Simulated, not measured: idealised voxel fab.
Title: Process Module voxel transistor to metal
Section cut is 150 nm wide and gridded with 5 nm square cells.
The cross-sections in this document take the form of a grid made of square cells. They are written out as bands, in order from top to bottom. Each band consists of one or more rows of cells.
Band: top height; bottom height; in nm. Then, left to right: material with width in nm, for each material. "full width": a single material spanning edge to edge. "blank": empty space.
Height reference: 0 = level under which incoming wafer is all one material. Lowest band: no bottom, runs on downward, e.g. "0..down".
A width given as "30..40" starts at the first number in the band's top row and ends at the second number in its bottom row, shifting by an equal amount at every step from row to row.
"no change occurred", as given for a step, is the statement that not any cell of the cross-section underwent a change during that step.
This entry, "Closed void listing", enumerates those empty regions of no fewer than 8 cells that possess no open connection to the top. Each region is reported in the form width x height at distance, the distance being taken from the left edge, with all three quantities expressed in nm.
Formally, on a step line, whatever follows the settings is a remark that the simulator itself makes on the step.
overlay nm, on a step with a mask: how far to the right of its planned place the mask lay; to the left if negative
Steps in the process plan
1. RECEIVE: material Si
2. CONFORMAL_DEP: material SiO2, thk nm 5
3. CONFORMAL_DEP: material SiN, thk nm 15
4. DIRECTIONAL_DEP: material aC, thk nm 15
5. PATTERN: tone cover, mask id ACTIVE, material resist, width nm 95, thk nm 30, overlay nm 0
6. DIRECTIONAL_ETCH: etch materials aC, depth nm 15
7. STRIP: etch materials resist
8. DIRECTIONAL_ETCH: etch materials SiN, depth nm 15
9. DIRECTIONAL_ETCH: etch materials SiO2, depth nm 5
10. DIRECTIONAL_ETCH: etch materials Si, depth nm 30
11. STRIP: etch materials aC
12. FILL_DEP: material SiO2, thk nm 10
13. CMP: height nm 20
14. SELECTIVE_ETCH: etch materials SiO2, depth nm 10
15. STRIP: etch materials SiN
16. SELECTIVE_ETCH: etch materials SiO2, depth nm 5
17. OXIDIZE: depth nm 5
18. DIRECTIONAL_DEP: material polySi, thk nm 25
19. DIRECTIONAL_DEP: material SiCN, thk nm 15
20. PATTERN: tone cover, mask id GATE, material resist, width nm 15, thk nm 15, overlay nm 0
21. DIRECTIONAL_ETCH: etch materials SiCN, depth nm 25
22. DIRECTIONAL_ETCH: etch materials polySi, depth nm 35
23. STRIP: etch materials resist
24. CONFORMAL_DEP: material SiN, thk nm 10
25. DIRECTIONAL_ETCH: etch materials SiN, depth nm 10
26. DIRECTIONAL_ETCH: etch materials SiO2, depth nm 5
27. EPI: material SiGe, thk nm 5
28. FILL_DEP: material SiO2, thk nm 10
29. CMP: height nm 40
30. DIRECTIONAL_DEP: material SiO2, thk nm 15
31. MASKED_ETCH: tone open, mask id CONTACT, width nm 20, pitch nm 65, etch materials SiO2, depth nm 55, overlay nm 0
32. CONFORMAL_DEP: material TiN, thk nm 5
33. FILL_DEP: material W, thk nm 10
34. CMP: height nm 55
35. CONFORMAL_DEP: material SiCN, thk nm 5
36. DIRECTIONAL_DEP: material SiO2, thk nm 25
37. DIRECTIONAL_DEP: material aC, thk nm 10
38. PATTERN: tone open, mask id METAL_1, material resist, width nm 20, pitch nm 65, thk nm 25, overlay nm 0
39. DIRECTIONAL_ETCH: etch materials aC, depth nm 10
40. STRIP: etch materials resist
41. DIRECTIONAL_ETCH: etch materials SiO2, depth nm 25
42. DIRECTIONAL_ETCH: etch materials SiCN, depth nm 5
43. STRIP: etch materials aC
44. CONFORMAL_DEP: material TiN, thk nm 5
45. FILL_DEP: material Cu, thk nm 10
46. CMP: height nm 85
47. EPI: material Ru, thk nm 5
48. FILL_DEP: material SiCN, thk nm 5
49. DIRECTIONAL_DEP: material SiO2, thk nm 25
50. PATTERN: tone open, mask id METAL_2, material resist, width nm 20, pitch nm 65, thk nm 20, overlay nm 0
51. DIRECTIONAL_ETCH: etch materials SiO2, depth nm 15
52. STRIP: etch materials resist
53. DIRECTIONAL_DEP: material aC, thk nm 10
54. PATTERN: tone open, mask id METAL_2_HOLES, material resist, width nm 15, pitch nm 65, thk nm 30, overlay nm 0
55. DIRECTIONAL_ETCH: etch materials aC, depth nm 10
56. STRIP: etch materials resist
57. DIRECTIONAL_ETCH: etch materials SiO2, depth nm 10
58. DIRECTIONAL_ETCH: etch materials SiCN, depth nm 5
59. STRIP: etch materials aC
60. CONFORMAL_DEP: material TiN, thk nm 5
61. FILL_DEP: material Cu, thk nm 5
62. CMP: height nm 120
63. CONFORMAL_DEP: material SiN, thk nm 5
Cross-section of the wafer upon arrival, representing the state reached after step 1
	0..down: Si full width
	Closed void listing: none
Post-module cross-section of the first of two wafers (run per plan)
	125..120: SiN full width
	120..110: 30 nm SiO2; 5 nm TiN; 10 nm Cu; 5 nm TiN; 45 nm SiO2; 5 nm TiN; 10 nm Cu; 5 nm TiN; 35 nm SiO2
	110..105: 30 nm SiO2; 5 nm TiN; 5 nm Cu; 10 nm TiN; 45 nm SiO2; 5 nm TiN; 5 nm Cu; 10 nm TiN; 35 nm SiO2
	105..95: 30 nm SiO2; 5 nm TiN; 5 nm Cu; 5 nm TiN; 50 nm SiO2; 5 nm TiN; 5 nm Cu; 5 nm TiN; 40 nm SiO2
	95..90: 30 nm SiCN; 15 nm TiN; 50 nm SiCN; 15 nm TiN; 40 nm SiCN
	90..85: 25 nm SiCN; 30 nm Ru; 35 nm SiCN; 30 nm Ru; 30 nm SiCN
	85..60: 30 nm SiO2; 5 nm TiN; 10 nm Cu; 5 nm TiN; 45 nm SiO2; 5 nm TiN; 10 nm Cu; 5 nm TiN; 35 nm SiO2
	60..55: 30 nm SiCN; 20 nm TiN; 45 nm SiCN; 20 nm TiN; 35 nm SiCN
	55..40: 30 nm SiO2; 5 nm TiN; 10 nm W; 5 nm TiN; 45 nm SiO2; 5 nm TiN; 10 nm W; 5 nm TiN; 35 nm SiO2
	40..25: 30 nm SiO2; 5 nm TiN; 10 nm W; 5 nm TiN; 5 nm SiO2; 10 nm SiN; 15 nm SiCN; 10 nm SiN; 5 nm SiO2; 5 nm TiN; 10 nm W; 5 nm TiN; 35 nm SiO2
	25..5: 30 nm SiO2; 5 nm TiN; 10 nm W; 5 nm TiN; 5 nm SiO2; 10 nm SiN; 15 nm polySi; 10 nm SiN; 5 nm SiO2; 5 nm TiN; 10 nm W; 5 nm TiN; 35 nm SiO2
	5..0: 20 nm SiO2; 10 nm SiN; 20 nm TiN; 5 nm SiO2; 10 nm SiN; 15 nm polySi; 10 nm SiN; 5 nm SiO2; 20 nm TiN; 10 nm SiN; 25 nm SiO2
	0..-5: 30 nm SiO2; 25 nm SiGe; 35 nm SiO2; 25 nm SiGe; 35 nm SiO2
	-5..-30: 25 nm SiO2; 95 nm Si; 30 nm SiO2
	-30..down: Si full width
	Closed void listing: none
Cross-section at end of module for the second wafer of two, which matched the first in starting point and plan and differed by one mistake in its processing
	125..120: SiN full width
	120..115: Cu full width
	115..110: 35 nm TiN; 10 nm Cu; 55 nm TiN; 10 nm Cu; 40 nm TiN
	110..100: 30 nm SiO2; 5 nm TiN; 10 nm Cu; 5 nm TiN; 45 nm SiO2; 5 nm TiN; 10 nm Cu; 5 nm TiN; 35 nm SiO2
	100..95: 30 nm SiO2; 5 nm TiN; 5 nm Cu; 10 nm TiN; 45 nm SiO2; 5 nm TiN; 5 nm Cu; 10 nm TiN; 35 nm SiO2
	95..85: 30 nm SiO2; 5 nm TiN; 5 nm Cu; 5 nm TiN; 50 nm SiO2; 5 nm TiN; 5 nm Cu; 5 nm TiN; 40 nm SiO2
	85..80: 30 nm SiCN; 15 nm TiN; 50 nm SiCN; 15 nm TiN; 40 nm SiCN
	80..75: 25 nm SiCN; 30 nm Ru; 35 nm SiCN; 30 nm Ru; 30 nm SiCN
	75..60: 30 nm SiO2; 5 nm TiN; 10 nm Cu; 5 nm TiN; 45 nm SiO2; 5 nm TiN; 10 nm Cu; 5 nm TiN; 35 nm SiO2
	60..55: 30 nm SiCN; 20 nm TiN; 45 nm SiCN; 20 nm TiN; 35 nm SiCN
	55..40: 30 nm SiO2; 5 nm TiN; 10 nm W; 5 nm TiN; 45 nm SiO2; 5 nm TiN; 10 nm W; 5 nm TiN; 35 nm SiO2
	40..25: 30 nm SiO2; 5 nm TiN; 10 nm W; 5 nm TiN; 5 nm SiO2; 10 nm SiN; 15 nm SiCN; 10 nm SiN; 5 nm SiO2; 5 nm TiN; 10 nm W; 5 nm TiN; 35 nm SiO2
	25..5: 30 nm SiO2; 5 nm TiN; 10 nm W; 5 nm TiN; 5 nm SiO2; 10 nm SiN; 15 nm polySi; 10 nm SiN; 5 nm SiO2; 5 nm TiN; 10 nm W; 5 nm TiN; 35 nm SiO2
	5..0: 20 nm SiO2; 10 nm SiN; 20 nm TiN; 5 nm SiO2; 10 nm SiN; 15 nm polySi; 10 nm SiN; 5 nm SiO2; 20 nm TiN; 10 nm SiN; 25 nm SiO2
	0..-5: 30 nm SiO2; 25 nm SiGe; 35 nm SiO2; 25 nm SiGe; 35 nm SiO2
	-5..-30: 25 nm SiO2; 95 nm Si; 30 nm SiO2
	-30..down: Si full width
	Closed void listing: none
Error vs. plan: step 46 was not run as planned; what actually ran was CMP: height nm 75
Wafer comparison, final, in cells, second relative to first, materials more or fewer: Cu: 26 more | SiO2: 44 fewer | TiN: 18 more
